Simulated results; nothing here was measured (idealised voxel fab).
process module | voxel air gaps
cross-section cut | 205 nm wide | cells 5 nm
A cross-section is a grid of square cells, given in bands from the top down. A band is one or more rows of cells.
Each band's line starts with the height of the band's top and of its bottom, in nm. Then come its materials from left to right, each with its width in nm. One material with "throughout" fills the band from edge to edge. "air" is empty space.
Height 0 is the level under which the wafer as received is all one material. The lowest band goes on downwards, as in "0 down".
A width such as "30 to 40" changes by the same amount from each row of cells to the next, from the band's top row to its bottom row.
"no change" after a step means that no cell of the cross-section changed.
closed voids: empty space of 8 cells or more with no open way to the top, each as width x height at its distance from the left edge, in nm
after a step's settings: what the simulator itself notes on the step
overlay nm, on a step with a mask: how far to the right of its planned place the mask lay; to the left if negative
plan
1 op RECEIVE | material Si
2 op CONFORMAL_DEP | material SiO2 | thk nm 15
3 op CONFORMAL_DEP | material SiN | thk nm 5
4 op DIRECTIONAL_DEP | material lowk | thk nm 40
5 op DIRECTIONAL_DEP | material aC | thk nm 15
6 op PATTERN | tone open | mask id LINES | material resist | width nm 15 | pitch nm 50 | thk nm 30 | overlay nm 0
7 op DIRECTIONAL_ETCH | etch materials aC | depth nm 15
8 op STRIP | etch materials resist
9 op DIRECTIONAL_ETCH | etch materials lowk | depth nm 40
10 op STRIP | etch materials aC
11 op CONFORMAL_DEP | material TiN | thk nm 5
12 op FILL_DEP | material W | thk nm 10
13 op CMP | height nm 60
14 op EPI | material Ru | thk nm 10
15 op SELECTIVE_ETCH | etch materials lowk | depth nm 50
16 op CONFORMAL_DEP | material SiCN | thk nm 5
varied across the wafers: width nm of step 6. The plan shows the first wafer's value. All wafers start alike
first wafer as received, after step 1
  0 down: Si throughout
  closed voids: none
first wafer at the end, after step 16
  75 to 70: air 30 | SiCN 45 | air 5 | SiCN 45 | air 5 | SiCN 45 | air 30
  70 to 60: air 30 | SiCN 5 | Ru 35 | SiCN 5 | air 5 | SiCN 5 | Ru 35 | SiCN 5 | air 5 | SiCN 5 | Ru 35 | SiCN 5 | air 30
  60 to 55: air 30 | SiCN 15 | TiN 5 | W 5 | TiN 5 | SiCN 15 | air 5 | SiCN 15 | TiN 5 | W 5 | TiN 5 | SiCN 15 | air 5 | SiCN 15 | TiN 5 | W 5 | TiN 5 | SiCN 15 | air 30
  55 to 25: air 40 | SiCN 5 | TiN 5 | W 5 | TiN 5 | SiCN 5 | air 25 | SiCN 5 | TiN 5 | W 5 | TiN 5 | SiCN 5 | air 25 | SiCN 5 | TiN 5 | W 5 | TiN 5 | SiCN 5 | air 40
  25 to 20: SiCN 45 | TiN 15 | SiCN 35 | TiN 15 | SiCN 35 | TiN 15 | SiCN 45
  20 to 15: SiN throughout
  15 to 0: SiO2 throughout
  0 down: Si throughout
  closed voids: none
last wafer at the end
  75 to 70: air 20 | SiCN 165 | air 20
  70 to 60: air 20 | SiCN 5 | Ru 155 | SiCN 5 | air 20
  60 to 55: air 20 | SiCN 15 | TiN 5 | W 25 | TiN 5 | lowk 15 | TiN 5 | W 25 | TiN 5 | lowk 15 | TiN 5 | W 25 | TiN 5 | SiCN 15 | air 20
  55 to 25: air 30 | SiCN 5 | TiN 5 | W 25 | TiN 5 | lowk 15 | TiN 5 | W 25 | TiN 5 | lowk 15 | TiN 5 | W 25 | TiN 5 | SiCN 5 | air 30
  25 to 20: SiCN 35 | TiN 35 | lowk 15 | TiN 35 | lowk 15 | TiN 35 | SiCN 35
  20 to 15: SiN throughout
  15 to 0: SiO2 throughout
  0 down: Si throughout
  closed voids: none
each wafer at the end: cells of each material gained (+) or lost (-) since it was received, then its closed voids
width nm 15 | +42 Ru | +125 SiCN | +41 SiN | +123 SiO2 | +51 TiN | +21 W | closed voids: none
width nm 20 | +48 Ru | +125 SiCN | +41 SiN | +123 SiO2 | +54 TiN | +42 W | closed voids: 20 x 30 at 70; 20 x 30 at 120
width nm 25 | +54 Ru | +117 SiCN | +41 SiN | +123 SiO2 | +57 TiN | +63 W | closed voids: 15 x 30 at 70; 15 x 30 at 120
width nm 30 | +60 Ru | +69 SiCN | +41 SiN | +123 SiO2 | +60 TiN | +84 W | +64 lowk | closed voids: none
width nm 35 | +62 Ru | +69 SiCN | +41 SiN | +123 SiO2 | +63 TiN | +105 W | +48 lowk | closed voids: none
